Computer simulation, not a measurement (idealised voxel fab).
This section sets out a process module, namely voxel lift off.
The width of the displayed cross-section, cut, is 280 nm; its cells are square, with a size of 5 nm.
If you're reading a cross-section in this doc, picture square cells in a grid; it comes to you as bands, top ones listed first down to the bottom, and a band can be one or more rows of cells.
A band entry consists of two parts. The first gives the height of the band's top and the height of its bottom, in nm. The rest lists the band's materials from left to right, each with its width in nm. A single material labelled with the word "throughout" fills the band from edge to edge, and the word "air" marks empty space.
Heights are expressed relative to 0, this being the level below which the as-received wafer comprises one material exclusively. The lowest band is unbounded in the downward direction and is denoted as in "from 0 down".
Quick explanation for "30..40": the width changes in equal steps down the rows of cells, from the first number in the band's top row to the second number in its bottom row.
Step marked "no change occurred"? Then no cell in the cross-section changed in it.
What "Fully sealed cavities" gives you is every empty space of 8 cells or more that is cut off from the top. Each appears as width x height at distance, with the distance taken from the left edge and width, height and distance all in nm.
Where a step's line continues beyond its settings, the continuation is a remark by the simulator itself on that step.
On any step carrying a mask, the "overlay nm" setting, if present on the step's line, tells how far right of its planned place the mask lay; negative values point to the left.
What follows is a series of pairs. Each pair shows a cross-section before one process step and the cross-section after it, and the after view is drawn only down to the lowest band that changed. Beneath each pair is the step that lies between the two, with its settings. Pairs may come from different runs of this module on the same starting wafer, so a pair continues from the one above it only where its entry headed "Pre-processing view" says so.
-- Pre-processing view
  from 0 down: Si throughout
  Fully sealed cavities: none
-- Post-Step Snapshot
  from 10 to 0: SiN throughout
  Rest of section, below 0: as before.
  Fully sealed cavities: none
What was done to get from the before section above to the after section? CONFORMAL_DEP,material SiN,thk nm 10
Pre-processing view: after-step cross-section of the pair just above applies.
-- Post-Step Snapshot
  from 30 to 10: resist=55 / air=30 / resist=15 / air=30 / resist=15 / air=30 / resist=15 / air=30 / resist=60
  Rest of section, below 10: as before.
  Fully sealed cavities: none
What was done to get from the before section above to the after section? PATTERN,tone open,mask id LINES,material resist,width nm 30,pitch nm 45,thk nm 20,overlay nm 0
Pre-processing view: after-step cross-section of the pair just above applies.
-- Post-Step Snapshot
  from 40 to 30: Ru=55 / air=30 / Ru=15 / air=30 / Ru=15 / air=30 / Ru=15 / air=30 / Ru=60
  from 30 to 20: resist=55 / air=30 / resist=15 / air=30 / resist=15 / air=30 / resist=15 / air=30 / resist=60
  from 20 to 10: resist=55 / Ru=30 / resist=15 / Ru=30 / resist=15 / Ru=30 / resist=15 / Ru=30 / resist=60
  Rest of section, below 10: as before.
  Fully sealed cavities: none
What was done to get from the before section above to the after section? DIRECTIONAL_DEP,material Ru,thk nm 10
Pre-processing view: after-step cross-section of the pair just above applies.
-- Post-Step Snapshot
  from 20 to 10: air=55 / Ru=30 / air=15 / Ru=30 / air=15 / Ru=30 / air=15 / Ru=30 / air=60
  Rest of section, below 10: as before.
  Fully sealed cavities: none
What was done to get from the before section above to the after section? STRIP,etch materials resist
Pre-processing view: after-step cross-section of the pair just above applies.
-- Post-Step Snapshot
  from 30 to 20: air=45 / SiO2=185 / air=50
  from 20 to 10: SiO2=55 / Ru=30 / SiO2=15 / Ru=30 / SiO2=15 / Ru=30 / SiO2=15 / Ru=30 / SiO2=60
  Rest of section, below 10: as before.
  Fully sealed cavities: none
What was done to get from the before section above to the after section? CONFORMAL_DEP,material SiO2,thk nm 10
-- Pre-processing view
  from 30 to 10: resist=55 / air=30 / resist=15 / air=30 / resist=15 / air=30 / resist=15 / air=30 / resist=60
  from 10 to 0: SiN throughout
  from 0 down: Si throughout
  Fully sealed cavities: none
-- Post-Step Snapshot
  from 10 to 0: SiN throughout
  Rest of section, below 0: as before.
  Fully sealed cavities: none
What was done to get from the before section above to the after section? STRIP,etch materials resist
Pre-processing view: after-step cross-section of the pair just above applies.
-- Post-Step Snapshot
  from 20 to 10: SiO2 throughout
  Rest of section, below 10: as before.
  Fully sealed cavities: none
What was done to get from the before section above to the after section? CONFORMAL_DEP,material SiO2,thk nm 10
-- Pre-processing view
  from 0 down: Si throughout
  Fully sealed cavities: none
-- Post-Step Snapshot
  from 5 to 0: SiN throughout
  Rest of section, below 0: as before.
  Fully sealed cavities: none
What was done to get from the before section above to the after section? CONFORMAL_DEP,material SiN,thk nm 5
Pre-processing view: after-step cross-section of the pair just above applies.
-- Post-Step Snapshot
  from 25 to 5: resist=55 / air=30 / resist=15 / air=30 / resist=15 / air=30 / resist=15 / air=30 / resist=60
  Rest of section, below 5: as before.
  Fully sealed cavities: none
What was done to get from the before section above to the after section? PATTERN,tone open,mask id LINES,material resist,width nm 30,pitch nm 45,thk nm 20,overlay nm 0
Pre-processing view: after-step cross-section of the pair just above applies.
-- Post-Step Snapshot
  from 35 to 25: Ru=55 / air=30 / Ru=15 / air=30 / Ru=15 / air=30 / Ru=15 / air=30 / Ru=60
  from 25 to 15: resist=55 / air=30 / resist=15 / air=30 / resist=15 / air=30 / resist=15 / air=30 / resist=60
  from 15 to 5: resist=55 / Ru=30 / resist=15 / Ru=30 / resist=15 / Ru=30 / resist=15 / Ru=30 / resist=60
  Rest of section, below 5: as before.
  Fully sealed cavities: none
What was done to get from the before section above to the after section? DIRECTIONAL_DEP,material Ru,thk nm 10
Pre-processing view: after-step cross-section of the pair just above applies.
-- Post-Step Snapshot
  from 15 to 5: air=55 / Ru=30 / air=15 / Ru=30 / air=15 / Ru=30 / air=15 / Ru=30 / air=60
  Rest of section, below 5: as before.
  Fully sealed cavities: none
What was done to get from the before section above to the after section? STRIP,etch materials resist
Pre-processing view: after-step cross-section of the pair just above applies.
-- Post-Step Snapshot
  from 25 to 15: air=45 / SiO2=185 / air=50
  from 15 to 5: SiO2=55 / Ru=30 / SiO2=15 / Ru=30 / SiO2=15 / Ru=30 / SiO2=15 / Ru=30 / SiO2=60
  Rest of section, below 5: as before.
  Fully sealed cavities: none
What was done to get from the before section above to the after section? CONFORMAL_DEP,material SiO2,thk nm 10
-- Pre-processing view
  from 10 to 0: SiN throughout
  from 0 down: Si throughout
  Fully sealed cavities: none
-- Post-Step Snapshot
  from 30 to 10: resist=60 / air=20 / resist=25 / air=20 / resist=25 / air=20 / resist=25 / air=20 / resist=65
  Rest of section, below 10: as before.
  Fully sealed cavities: none
What was done to get from the before section above to the after section? PATTERN,tone open,mask id LINES,material resist,width nm 20,pitch nm 45,thk nm 20,overlay nm 0
Pre-processing view: after-step cross-section of the pair just above applies.
-- Post-Step Snapshot
  from 40 to 30: Ru=60 / air=20 / Ru=25 / air=20 / Ru=25 / air=20 / Ru=25 / air=20 / Ru=65
  from 30 to 20: resist=60 / air=20 / resist=25 / air=20 / resist=25 / air=20 / resist=25 / air=20 / resist=65
  from 20 to 10: resist=60 / Ru=20 / resist=25 / Ru=20 / resist=25 / Ru=20 / resist=25 / Ru=20 / resist=65
  Rest of section, below 10: as before.
  Fully sealed cavities: none
What was done to get from the before section above to the after section? DIRECTIONAL_DEP,material Ru,thk nm 10
Pre-processing view: after-step cross-section of the pair just above applies.
-- Post-Step Snapshot
  from 20 to 10: air=60 / Ru=20 / air=25 / Ru=20 / air=25 / Ru=20 / air=25 / Ru=20 / air=65
  Rest of section, below 10: as before.
  Fully sealed cavities: none
What was done to get from the before section above to the after section? STRIP,etch materials resist
Pre-processing view: after-step cross-section of the pair just above applies.
-- Post-Step Snapshot
  from 30 to 20: air=50 / SiO2=40 / air=5 / SiO2=40 / air=5 / SiO2=40 / air=5 / SiO2=40 / air=55
  from 20 to 10: SiO2=60 / Ru=20 / SiO2=25 / Ru=20 / SiO2=25 / Ru=20 / SiO2=25 / Ru=20 / SiO2=65
  Rest of section, below 10: as before.
  Fully sealed cavities: none
What was done to get from the before section above to the after section? CONFORMAL_DEP,material SiO2,thk nm 10
-- Pre-processing view
  from 10 to 0: SiN throughout
  from 0 down: Si throughout
  Fully sealed cavities: none
-- Post-Step Snapshot
  from 30 to 10: resist=60 / air=30 / resist=15 / air=30 / resist=15 / air=30 / resist=15 / air=30 / resist=55
  Rest of section, below 10: as before.
  Fully sealed cavities: none
What was done to get from the before section above to the after section? PATTERN,tone open,mask id LINES,material resist,width nm 30,pitch nm 45,thk nm 20,overlay nm 5
Pre-processing view: after-step cross-section of the pair just above applies.
-- Post-Step Snapshot
  from 40 to 30: Ru=60 / air=30 / Ru=15 / air=30 / Ru=15 / air=30 / Ru=15 / air=30 / Ru=55
  from 30 to 20: resist=60 / air=30 / resist=15 / air=30 / resist=15 / air=30 / resist=15 / air=30 / resist=55
  from 20 to 10: resist=60 / Ru=30 / resist=15 / Ru=30 / resist=15 / Ru=30 / resist=15 / Ru=30 / resist=55
  Rest of section, below 10: as before.
  Fully sealed cavities: none
What was done to get from the before section above to the after section? DIRECTIONAL_DEP,material Ru,thk nm 10
Pre-processing view: after-step cross-section of the pair just above applies.
-- Post-Step Snapshot
  from 20 to 10: air=60 / Ru=30 / air=15 / Ru=30 / air=15 / Ru=30 / air=15 / Ru=30 / air=55
  Rest of section, below 10: as before.
  Fully sealed cavities: none
What was done to get from the before section above to the after section? STRIP,etch materials resist
Pre-processing view: after-step cross-section of the pair just above applies.
-- Post-Step Snapshot
  from 30 to 20: air=50 / SiO2=185 / air=45
  from 20 to 10: SiO2=60 / Ru=30 / SiO2=15 / Ru=30 / SiO2=15 / Ru=30 / SiO2=15 / Ru=30 / SiO2=55
  Rest of section, below 10: as before.
  Fully sealed cavities: none
What was done to get from the before section above to the after section? CONFORMAL_DEP,material SiO2,thk nm 10
-- Pre-processing view
  from 30 to 10: resist=55 / air=30 / resist=15 / air=30 / resist=15 / air=30 / resist=15 / air=30 / resist=60
  from 10 to 0: SiN throughout
  from 0 down: Si throughout
  Fully sealed cavities: none
-- Post-Step Snapshot
  from 40 to 30: SiO2=55 / air=30 / SiO2=15 / air=30 / SiO2=15 / air=30 / SiO2=15 / air=30 / SiO2=60
  from 30 to 20: resist=55 / air=30 / resist=15 / air=30 / resist=15 / air=30 / resist=15 / air=30 / resist=60
  from 20 to 10: resist=55 / SiO2=30 / resist=15 / SiO2=30 / resist=15 / SiO2=30 / resist=15 / SiO2=30 / resist=60
  Rest of section, below 10: as before.
  Fully sealed cavities: none
What was done to get from the before section above to the after section? DIRECTIONAL_DEP,material SiO2,thk nm 10
Pre-processing view: after-step cross-section of the pair just above applies.
-- Post-Step Snapshot
  from 20 to 10: air=55 / SiO2=30 / air=15 / SiO2=30 / air=15 / SiO2=30 / air=15 / SiO2=30 / air=60
  Rest of section, below 10: as before.
  Fully sealed cavities: none
What was done to get from the before section above to the after section? STRIP,etch materials resist
Pre-processing view: after-step cross-section of the pair just above applies.
-- Post-Step Snapshot
  from 30 to 20: air=45 / SiO2=185 / air=50
  from 20 to 10: SiO2 throughout
  Rest of section, below 10: as before.
  Fully sealed cavities: none
What was done to get from the before section above to the after section? CONFORMAL_DEP,material SiO2,thk nm 10
-- Pre-processing view
  from 10 to 0: SiN throughout
  from 0 down: Si throughout
  Fully sealed cavities: none
-- Post-Step Snapshot
  from 30 to 10: air=55 / resist=30 / air=15 / resist=30 / air=15 / resist=30 / air=15 / resist=30 / air=60
  Rest of section, below 10: as before.
  Fully sealed cavities: none
What was done to get from the before section above to the after section? PATTERN,tone cover,mask id LINES,material resist,width nm 30,pitch nm 45,thk nm 20,overlay nm 0
Pre-processing view: after-step cross-section of the pair just above applies.
-- Post-Step Snapshot
  from 40 to 30: air=55 / Ru=30 / air=15 / Ru=30 / air=15 / Ru=30 / air=15 / Ru=30 / air=60
  from 30 to 20: air=55 / resist=30 / air=15 / resist=30 / air=15 / resist=30 / air=15 / resist=30 / air=60
  from 20 to 10: Ru=55 / resist=30 / Ru=15 / resist=30 / Ru=15 / resist=30 / Ru=15 / resist=30 / Ru=60
  Rest of section, below 10: as before.
  Fully sealed cavities: none
What was done to get from the before section above to the after section? DIRECTIONAL_DEP,material Ru,thk nm 10
Pre-processing view: after-step cross-section of the pair just above applies.
-- Post-Step Snapshot
  from 20 to 10: Ru=55 / air=30 / Ru=15 / air=30 / Ru=15 / air=30 / Ru=15 / air=30 / Ru=60
  Rest of section, below 10: as before.
  Fully sealed cavities: none
What was done to get from the before section above to the after section? STRIP,etch materials resist
Pre-processing view: after-step cross-section of the pair just above applies.
-- Post-Step Snapshot
  from 30 to 20: SiO2=65 / air=10 / SiO2=35 / air=10 / SiO2=35 / air=10 / SiO2=35 / air=10 / SiO2=70
  from 20 to 10: Ru=55 / SiO2=30 / Ru=15 / SiO2=30 / Ru=15 / SiO2=30 / Ru=15 / SiO2=30 / Ru=60
  Rest of section, below 10: as before.
  Fully sealed cavities: none
What was done to get from the before section above to the after section? CONFORMAL_DEP,material SiO2,thk nm 10
